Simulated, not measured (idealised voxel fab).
This section sets out a process module, namely voxel self aligned vias.
For reference, the cross-section in this document is cut, with width 185 nm and square cells of 5 nm.
Just so we're on the same page, the cross-sections are grids of square cells, and they're listed out in bands top to bottom, each band one or more rows deep. For a band, the entry starts with two heights in nm, that of the top and then that of the bottom, and carries on with the band's materials in order from left to right, each alongside its width in nm; the word "full width" beside a single material means it fills the band edge to edge, and "blank" means empty space. Beneath 0, the wafer as received is one material, and that level is where height counting begins. The lowest band goes on downward without a bottom; it is written like "0 nm and below". Graded width ("30->40"): value in top row of band = first number; value in bottom row = second number; row-to-row change constant. When a step is marked "no alterations made", none of the cells in the cross-section changed during that step. Basically, "Closed void register" tells you about the enclosed voids: empty spaces with no open way to the top, 8 cells or bigger, each written width x height at distance, where distance is from the left edge, all in nm. Formally, on a step line, whatever follows the settings is a remark that the simulator itself makes on the step. overlay nm: right-of-plan distance of the mask on a masked step; negative values mean left-of-plan.
# These are the steps we planned for the process
- 1: RECEIVE,material Si
- 2: CONFORMAL_DEP,material SiO2,thk nm 10
- 3: CONFORMAL_DEP,material SiCN,thk nm 5
- 4: DIRECTIONAL_DEP,material SiO2,thk nm 25
- 5: MASKED_ETCH,tone open,mask id LINES,width nm 20,pitch nm 70,etch materials SiO2,depth nm 25,overlay nm 0
- 6: CONFORMAL_DEP,material TiN,thk nm 5
- 7: FILL_DEP,material Ru,thk nm 10
- 8: CMP,height nm 40
- 9: SELECTIVE_ETCH,etch materials W Ru TiN,depth nm 10
- 10: FILL_DEP,material SiN,thk nm 10
- 11: CMP,height nm 40
- 12: DIRECTIONAL_DEP,material SiO2,thk nm 15
- 13: DIRECTIONAL_DEP,material aC,thk nm 10
- 14: PATTERN,tone open,mask id VIAS,material resist,width nm 40,pitch nm 70,thk nm 25,overlay nm -15
- 15: DIRECTIONAL_ETCH,etch materials aC,depth nm 10
- 16: STRIP,etch materials resist
- 17: DIRECTIONAL_ETCH,etch materials SiO2,depth nm 15
- 18: DIRECTIONAL_ETCH,etch materials SiN,depth nm 10
- 19: STRIP,etch materials aC
- 20: CONFORMAL_DEP,material TiN,thk nm 5
- 21: FILL_DEP,material Ru,thk nm 5
- 22: CMP,height nm 55
- 23: CONFORMAL_DEP,material SiN,thk nm 5
For clarity, it should be stated that the wafers under discussion commence in an identical condition and differ with respect to the overlay nm of step 14, the plan indicating the value that the first wafer had.
# This is how the first of several wafers looked in cross-section when it arrived, which is after step 1
    0 nm and below: Si full width
    Closed void register: none
# Module finished, last step 23 done: cross-section of the first of several wafers
    60 nm to 55 nm: SiN full width
    55 nm to 45 nm: 20 nm SiO2  5 nm TiN  30 nm Ru  5 nm TiN  30 nm SiO2  5 nm TiN  30 nm Ru  5 nm TiN  55 nm SiO2
    45 nm to 40 nm: 20 nm SiO2  30 nm TiN  5 nm Ru  5 nm TiN  30 nm SiO2  30 nm TiN  5 nm Ru  5 nm TiN  55 nm SiO2
    40 nm to 35 nm: 45 nm SiO2  5 nm TiN  5 nm Ru  5 nm TiN  5 nm SiN  50 nm SiO2  5 nm TiN  5 nm Ru  5 nm TiN  5 nm SiN  50 nm SiO2
    35 nm to 30 nm: 45 nm SiO2  15 nm TiN  5 nm SiN  50 nm SiO2  15 nm TiN  5 nm SiN  50 nm SiO2
    30 nm to 20 nm: 45 nm SiO2  5 nm TiN  10 nm Ru  5 nm TiN  50 nm SiO2  5 nm TiN  10 nm Ru  5 nm TiN  50 nm SiO2
    20 nm to 15 nm: 45 nm SiO2  20 nm TiN  50 nm SiO2  20 nm TiN  50 nm SiO2
    15 nm to 10 nm: SiCN full width
    10 nm to 0 nm: SiO2 full width
    0 nm and below: Si full width
    Closed void register: none
# Cross-sectional depiction of the last of several wafers upon completion of the module
    60 nm to 55 nm: SiN full width
    55 nm to 45 nm: 50 nm SiO2  5 nm TiN  30 nm Ru  5 nm TiN  30 nm SiO2  5 nm TiN  30 nm Ru  5 nm TiN  25 nm SiO2
    45 nm to 40 nm: 50 nm SiO2  5 nm TiN  5 nm Ru  30 nm TiN  30 nm SiO2  5 nm TiN  5 nm Ru  30 nm TiN  25 nm SiO2
    40 nm to 35 nm: 45 nm SiO2  5 nm SiN  5 nm TiN  5 nm Ru  5 nm TiN  50 nm SiO2  5 nm SiN  5 nm TiN  5 nm Ru  5 nm TiN  50 nm SiO2
    35 nm to 30 nm: 45 nm SiO2  5 nm SiN  15 nm TiN  50 nm SiO2  5 nm SiN  15 nm TiN  50 nm SiO2
    30 nm to 20 nm: 45 nm SiO2  5 nm TiN  10 nm Ru  5 nm TiN  50 nm SiO2  5 nm TiN  10 nm Ru  5 nm TiN  50 nm SiO2
    20 nm to 15 nm: 45 nm SiO2  20 nm TiN  50 nm SiO2  20 nm TiN  50 nm SiO2
    15 nm to 10 nm: SiCN full width
    10 nm to 0 nm: SiO2 full width
    0 nm and below: Si full width
    Closed void register: none
# wafer rows; end of module; cells per material since receipt: (+) gained, (-) lost; then closed voids
overlay nm -15 | +36 Ru | +37 SiCN | +41 SiN | +282 SiO2 | +48 TiN | Closed void register: none
overlay nm -10 | +40 Ru | +37 SiCN | +37 SiN | +282 SiO2 | +48 TiN | Closed void register: none
overlay nm -5 | +40 Ru | +37 SiCN | +37 SiN | +282 SiO2 | +48 TiN | Closed void register: none
overlay nm 0 | +40 Ru | +37 SiCN | +37 SiN | +282 SiO2 | +48 TiN | Closed void register: none
overlay nm 5 | +40 Ru | +37 SiCN | +37 SiN | +282 SiO2 | +48 TiN | Closed void register: none
overlay nm 10 | +40 Ru | +37 SiCN | +37 SiN | +282 SiO2 | +48 TiN | Closed void register: none
overlay nm 15 | +36 Ru | +37 SiCN | +41 SiN | +282 SiO2 | +48 TiN | Closed void register: none
